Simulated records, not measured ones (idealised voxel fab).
Process module in this document: voxel self aligned contacts
For reference, the cross-section in this document is cut, with width 160 nm and square cells of 5 nm.
A cross-section is a grid of square cells, given in bands from the top down. A band is one or more rows of cells. Band: top height; bottom height; in nm. Then, left to right: material with width in nm, for each material. "all across": a single material spanning edge to edge. "empty": empty space. Convention: height 0 is the level below which the wafer, as received, is all one material. The lowest band does not terminate at the bottom but continues downward, represented as "z 0 and below". A width given as "30 to 40" starts at the first number in the band's top row and ends at the second number in its bottom row, shifting by an equal amount at every step from row to row. No cell of the cross-section changed in a step that is given as "nothing altered". The entry "Closed void catalog" lists the empty spaces that cover at least 8 cells and have no open path to the top. Each is written as width x height at distance, where the distance is measured from the left edge and all three values are in nm. Read whatever lies past the settings on a step's line as the simulator's own remark about the step. "overlay nm" answers the question of how far to the right of plan the mask lay on a step that has a mask, and when it is negative the answer is to the left.

Here's what the planned process steps look like:
1,op RECEIVE | material Si
2,op OXIDIZE | depth nm 5
3,op DIRECTIONAL_DEP | material polySi | thk nm 25
4,op DIRECTIONAL_DEP | material SiN | thk nm 20
5,op DIRECTIONAL_DEP | material aC | thk nm 10
6,op PATTERN | tone cover | mask id GATE | material resist | width nm 30 | pitch nm 75 | thk nm 25 | overlay nm 0
7,op DIRECTIONAL_ETCH | etch materials aC | depth nm 10
8,op STRIP | etch materials resist
9,op DIRECTIONAL_ETCH | etch materials SiN | depth nm 20
10,op DIRECTIONAL_ETCH | etch materials polySi | depth nm 25
11,op STRIP | etch materials aC
12,op CONFORMAL_DEP | material SiN | thk nm 10
13,op DIRECTIONAL_ETCH | etch materials SiN | depth nm 10
14,op FILL_DEP | material SiO2 | thk nm 15
15,op CMP | height nm 50
16,op DIRECTIONAL_DEP | material aC | thk nm 15
17,op PATTERN | tone open | mask id CONTACT | material resist | width nm 55 | thk nm 35 | overlay nm 0
18,op DIRECTIONAL_ETCH | etch materials aC | depth nm 15
19,op STRIP | etch materials resist
20,op DIRECTIONAL_ETCH | etch materials SiO2 | depth nm 55
21,op STRIP | etch materials aC
22,op CONFORMAL_DEP | material TiN | thk nm 5
23,op FILL_DEP | material Ru | thk nm 10
24,op CMP | height nm 50
25,op CONFORMAL_DEP | material SiCN | thk nm 5

First of two wafers, with the run carried out as planned:

So this is the incoming wafer in cross-section - it's already been through step 1:
z 0 and below  Si all across
Closed void catalog: none

Cross-section through the wafer, step 2 finished:
z 0 to -5  SiO2 all across
Below a height of -5, the structure has not been altered.

Cross-section through the wafer, step 3 finished:
z 25 to 0  polySi all across
Below a height of 0, the structure has not been altered.

Cross-section through the wafer, step 4 finished:
z 45 to 25  SiN all across
Below a height of 25, the structure has not been altered.

Cross-section through the wafer, step 5 finished:
z 55 to 45  aC all across
Below a height of 45, the structure has not been altered.

Cross-section through the wafer, step 6 finished:
z 80 to 55  empty (25), resist (30), empty (45), resist (30), empty (30)
Below a height of 55, the structure has not been altered.

Cross-section through the wafer, step 7 finished:
z 70 to 55  empty (25), resist (30), empty (45), resist (30), empty (30)
z 55 to 45  empty (25), aC (30), empty (45), aC (30), empty (30)
Below a height of 45, the structure has not been altered.

Cross-section through the wafer, step 8 finished:
z 55 to 45  empty (25), aC (30), empty (45), aC (30), empty (30)
Below a height of 45, the structure has not been altered.

Cross-section through the wafer, step 9 finished:
z 55 to 45  empty (25), aC (30), empty (45), aC (30), empty (30)
z 45 to 25  empty (25), SiN (30), empty (45), SiN (30), empty (30)
Below a height of 25, the structure has not been altered.

Cross-section through the wafer, step 10 finished:
z 55 to 45  empty (25), aC (30), empty (45), aC (30), empty (30)
z 45 to 25  empty (25), SiN (30), empty (45), SiN (30), empty (30)
z 25 to 0  empty (25), polySi (30), empty (45), polySi (30), empty (30)
Below a height of 0, the structure has not been altered.

Cross-section through the wafer, step 11 finished:
z 45 to 25  empty (25), SiN (30), empty (45), SiN (30), empty (30)
Below a height of 25, the structure has not been altered.

Cross-section through the wafer, step 12 finished:
z 55 to 25  empty (15), SiN (50), empty (25), SiN (50), empty (20)
z 25 to 10  empty (15), SiN (10), polySi (30), SiN (10), empty (25), SiN (10), polySi (30), SiN (10), empty (20)
z 10 to 0  SiN (25), polySi (30), SiN (45), polySi (30), SiN (30)
Below a height of 0, the structure has not been altered.

Cross-section through the wafer, step 13 finished:
z 45 to 25  empty (15), SiN (50), empty (25), SiN (50), empty (20)
z 25 to 0  empty (15), SiN (10), polySi (30), SiN (10), empty (25), SiN (10), polySi (30), SiN (10), empty (20)
Below a height of 0, the structure has not been altered.

Cross-section through the wafer, step 14 finished:
z 60 to 45  SiO2 all across
z 45 to 25  SiO2 (15), SiN (50), SiO2 (25), SiN (50), SiO2 (20)
z 25 to 0  SiO2 (15), SiN (10), polySi (30), SiN (10), SiO2 (25), SiN (10), polySi (30), SiN (10), SiO2 (20)
Below a height of 0, the structure has not been altered.

Cross-section through the wafer, step 15 finished:
z 50 to 45  SiO2 all across
Below a height of 45, the structure has not been altered.

Cross-section through the wafer, step 16 finished:
z 65 to 50  aC all across
Below a height of 50, the structure has not been altered.

Cross-section through the wafer, step 17 finished:
z 100 to 65  resist (50), empty (55), resist (55)
Below a height of 65, the structure has not been altered.

Cross-section through the wafer, step 18 finished:
z 85 to 65  resist (50), empty (55), resist (55)
z 65 to 50  aC (50), empty (55), aC (55)
Below a height of 50, the structure has not been altered.

Cross-section through the wafer, step 19 finished:
z 65 to 50  aC (50), empty (55), aC (55)
Below a height of 50, the structure has not been altered.

Cross-section through the wafer, step 20 finished:
z 65 to 50  aC (50), empty (55), aC (55)
z 50 to 45  SiO2 (50), empty (55), SiO2 (55)
z 45 to 25  SiO2 (15), SiN (50), empty (25), SiN (50), SiO2 (20)
z 25 to 0  SiO2 (15), SiN (10), polySi (30), SiN (10), empty (25), SiN (10), polySi (30), SiN (10), SiO2 (20)
z 0 to -5  SiO2 (65), empty (25), SiO2 (70)
Below a height of -5, the structure has not been altered.

Cross-section through the wafer, step 21 finished:
z 50 to 45  SiO2 (50), empty (55), SiO2 (55)
Below a height of 45, the structure has not been altered.

Cross-section through the wafer, step 22 finished:
z 55 to 50  TiN (55), empty (45), TiN (60)
z 50 to 45  SiO2 (50), TiN (20), empty (15), TiN (20), SiO2 (55)
z 45 to 25  SiO2 (15), SiN (50), TiN (5), empty (15), TiN (5), SiN (50), SiO2 (20)
z 25 to 0  SiO2 (15), SiN (10), polySi (30), SiN (10), TiN (5), empty (15), TiN (5), SiN (10), polySi (30), SiN (10), SiO2 (20)
z 0 to -5  SiO2 (65), TiN (25), SiO2 (70)
Below a height of -5, the structure has not been altered.

Cross-section through the wafer, step 23 finished:
z 65 to 55  Ru all across
z 55 to 50  TiN (55), Ru (45), TiN (60)
z 50 to 45  SiO2 (50), TiN (20), Ru (15), TiN (20), SiO2 (55)
z 45 to 25  SiO2 (15), SiN (50), TiN (5), Ru (15), TiN (5), SiN (50), SiO2 (20)
z 25 to 0  SiO2 (15), SiN (10), polySi (30), SiN (10), TiN (5), Ru (15), TiN (5), SiN (10), polySi (30), SiN (10), SiO2 (20)
Below a height of 0, the structure has not been altered.

Cross-section through the wafer, step 24 finished:
z 50 to 45  SiO2 (50), TiN (20), Ru (15), TiN (20), SiO2 (55)
Below a height of 45, the structure has not been altered.

Cross-section through the wafer, step 25 finished:
z 55 to 50  SiCN all across
Below a height of 50, the structure has not been altered.

Second wafer, same starting state and plan as the first, one mistake in the run, identical through step 2:

Second wafer cross-section, taken as of the time the plan sets for step 3 to be done:
z 20 to 0  SiN all across
Below a height of 0, the structure has not been altered.

Second wafer cross-section, taken as of the time the plan sets for step 4 to be done:
z 45 to 20  polySi all across
Below a height of 20, the structure has not been altered.

Second wafer cross-section, taken as of the time the plan sets for step 5 to be done:
z 55 to 45  aC all across
Below a height of 45, the structure has not been altered.

Second wafer cross-section, taken as of the time the plan sets for step 6 to be done:
z 80 to 55  empty (25), resist (30), empty (45), resist (30), empty (30)
Below a height of 55, the structure has not been altered.

Second wafer cross-section, taken as of the time the plan sets for step 7 to be done:
z 70 to 55  empty (25), resist (30), empty (45), resist (30), empty (30)
z 55 to 45  empty (25), aC (30), empty (45), aC (30), empty (30)
Below a height of 45, the structure has not been altered.

Second wafer cross-section, taken as of the time the plan sets for step 8 to be done:
z 55 to 45  empty (25), aC (30), empty (45), aC (30), empty (30)
Below a height of 45, the structure has not been altered.

Second wafer cross-section, taken as of the time the plan sets for step 9 to be done: nothing altered

Second wafer cross-section, taken as of the time the plan sets for step 10 to be done:
z 55 to 45  empty (25), aC (30), empty (45), aC (30), empty (30)
z 45 to 20  empty (25), polySi (30), empty (45), polySi (30), empty (30)
Below a height of 20, the structure has not been altered.

Second wafer cross-section, taken as of the time the plan sets for step 11 to be done:
z 45 to 20  empty (25), polySi (30), empty (45), polySi (30), empty (30)
Below a height of 20, the structure has not been altered.

Second wafer cross-section, taken as of the time the plan sets for step 12 to be done:
z 55 to 45  empty (15), SiN (50), empty (25), SiN (50), empty (20)
z 45 to 30  empty (15), SiN (10), polySi (30), SiN (10), empty (25), SiN (10), polySi (30), SiN (10), empty (20)
z 30 to 20  SiN (25), polySi (30), SiN (45), polySi (30), SiN (30)
Below a height of 20, the structure has not been altered.

Second wafer cross-section, taken as of the time the plan sets for step 13 to be done:
z 45 to 20  empty (15), SiN (10), polySi (30), SiN (10), empty (25), SiN (10), polySi (30), SiN (10), empty (20)
Below a height of 20, the structure has not been altered.

Second wafer cross-section, taken as of the time the plan sets for step 14 to be done:
z 60 to 45  SiO2 all across
z 45 to 20  SiO2 (15), SiN (10), polySi (30), SiN (10), SiO2 (25), SiN (10), polySi (30), SiN (10), SiO2 (20)
Below a height of 20, the structure has not been altered.

Second wafer cross-section, taken as of the time the plan sets for step 15 to be done:
z 50 to 45  SiO2 all across
Below a height of 45, the structure has not been altered.

Second wafer cross-section, taken as of the time the plan sets for step 16 to be done:
z 65 to 50  aC all across
Below a height of 50, the structure has not been altered.

Second wafer cross-section, taken as of the time the plan sets for step 17 to be done:
z 100 to 65  resist (50), empty (55), resist (55)
Below a height of 65, the structure has not been altered.

Second wafer cross-section, taken as of the time the plan sets for step 18 to be done:
z 85 to 65  resist (50), empty (55), resist (55)
z 65 to 50  aC (50), empty (55), aC (55)
Below a height of 50, the structure has not been altered.

Second wafer cross-section, taken as of the time the plan sets for step 19 to be done:
z 65 to 50  aC (50), empty (55), aC (55)
Below a height of 50, the structure has not been altered.

Second wafer cross-section, taken as of the time the plan sets for step 20 to be done:
z 65 to 50  aC (50), empty (55), aC (55)
z 50 to 45  SiO2 (50), empty (55), SiO2 (55)
z 45 to 20  SiO2 (15), SiN (10), polySi (30), SiN (10), empty (25), SiN (10), polySi (30), SiN (10), SiO2 (20)
Below a height of 20, the structure has not been altered.

Second wafer cross-section, taken as of the time the plan sets for step 21 to be done:
z 50 to 45  SiO2 (50), empty (55), SiO2 (55)
Below a height of 45, the structure has not been altered.

Second wafer cross-section, taken as of the time the plan sets for step 22 to be done:
z 55 to 50  TiN (55), empty (45), TiN (60)
z 50 to 45  SiO2 (50), TiN (20), empty (15), TiN (20), SiO2 (55)
z 45 to 25  SiO2 (15), SiN (10), polySi (30), SiN (10), TiN (5), empty (15), TiN (5), SiN (10), polySi (30), SiN (10), SiO2 (20)
z 25 to 20  SiO2 (15), SiN (10), polySi (30), SiN (10), TiN (25), SiN (10), polySi (30), SiN (10), SiO2 (20)
Below a height of 20, the structure has not been altered.

Second wafer cross-section, taken as of the time the plan sets for step 23 to be done:
z 65 to 55  Ru all across
z 55 to 50  TiN (55), Ru (45), TiN (60)
z 50 to 45  SiO2 (50), TiN (20), Ru (15), TiN (20), SiO2 (55)
z 45 to 25  SiO2 (15), SiN (10), polySi (30), SiN (10), TiN (5), Ru (15), TiN (5), SiN (10), polySi (30), SiN (10), SiO2 (20)
Below a height of 25, the structure has not been altered.

Second wafer cross-section, taken as of the time the plan sets for step 24 to be done:
z 50 to 45  SiO2 (50), TiN (20), Ru (15), TiN (20), SiO2 (55)
Below a height of 45, the structure has not been altered.

Second wafer cross-section, taken as of the time the plan sets for step 25 to be done:
z 55 to 50  SiCN all across
Below a height of 50, the structure has not been altered.
So what did we get wrong on this run? steps 3 and 4 traded places in the executed sequence
Upon completion, the second wafer contains, in terms of cells, a greater or smaller amount of certain materials than the first wafer: Ru: 15 fewer; SiN: 48 more; SiO2: 23 fewer; TiN: 10 fewer
